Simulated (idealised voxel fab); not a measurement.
process module | voxel self aligned contacts
cross-section cut | 245 nm wide | cells 5 nm
A cross-section is a grid of square cells, given in bands from the top down. A band is one or more rows of cells.
Each band's line starts with the height of the band's top and of its bottom, in nm. Then come its materials from left to right, each with its width in nm. One material with "throughout" fills the band from edge to edge. "air" is empty space.
Height 0 is the level under which the wafer as received is all one material. The lowest band goes on downwards, as in "0 down".
A width such as "30 to 40" changes by the same amount from each row of cells to the next, from the band's top row to its bottom row.
"no change" after a step means that no cell of the cross-section changed.
closed voids: empty space of 8 cells or more with no open way to the top, each as width x height at its distance from the left edge, in nm
after a step's settings: what the simulator itself notes on the step
overlay nm, on a step with a mask: how far to the right of its planned place the mask lay; to the left if negative
plan
1 op RECEIVE | material Si
2 op OXIDIZE | depth nm 5
3 op DIRECTIONAL_DEP | material polySi | thk nm 30
4 op DIRECTIONAL_DEP | material SiN | thk nm 20
5 op DIRECTIONAL_DEP | material aC | thk nm 10
6 op PATTERN | tone cover | mask id GATE | material resist | width nm 35 | pitch nm 80 | thk nm 30 | overlay nm 0
7 op DIRECTIONAL_ETCH | etch materials aC | depth nm 10
8 op STRIP | etch materials resist
9 op DIRECTIONAL_ETCH | etch materials SiN | depth nm 20
10 op DIRECTIONAL_ETCH | etch materials polySi | depth nm 30
11 op STRIP | etch materials aC
12 op CONFORMAL_DEP | material SiN | thk nm 10
13 op DIRECTIONAL_ETCH | etch materials SiN | depth nm 10
14 op FILL_DEP | material SiO2 | thk nm 10
15 op CMP | height nm 55
16 op MASKED_ETCH | tone open | mask id CONTACT | width nm 55 | etch materials SiO2 | depth nm 60 | overlay nm 0
17 op CONFORMAL_DEP | material TiN | thk nm 5
18 op FILL_DEP | material Ru | thk nm 5
19 op CMP | height nm 55
20 op CONFORMAL_DEP | material SiN | thk nm 5
as received, after step 1
  0 down: Si throughout
  closed voids: none
a wafer at the end: this start, this plan, one mistake
  60 to 55: SiN throughout
  55 to 35: SiO2 55 | SiN 10 | polySi 35 | SiN 10 | TiN 5 | Ru 15 | TiN 5 | SiN 10 | polySi 35 | SiN 10 | SiO2 55
  35 to 30: SiO2 55 | SiN 10 | polySi 35 | SiN 10 | TiN 25 | SiN 10 | polySi 35 | SiN 10 | SiO2 55
  30 to 0: polySi throughout
  0 to -5: SiO2 throughout
  -5 down: Si throughout
  closed voids: none
what went wrong: step 3 was run twice
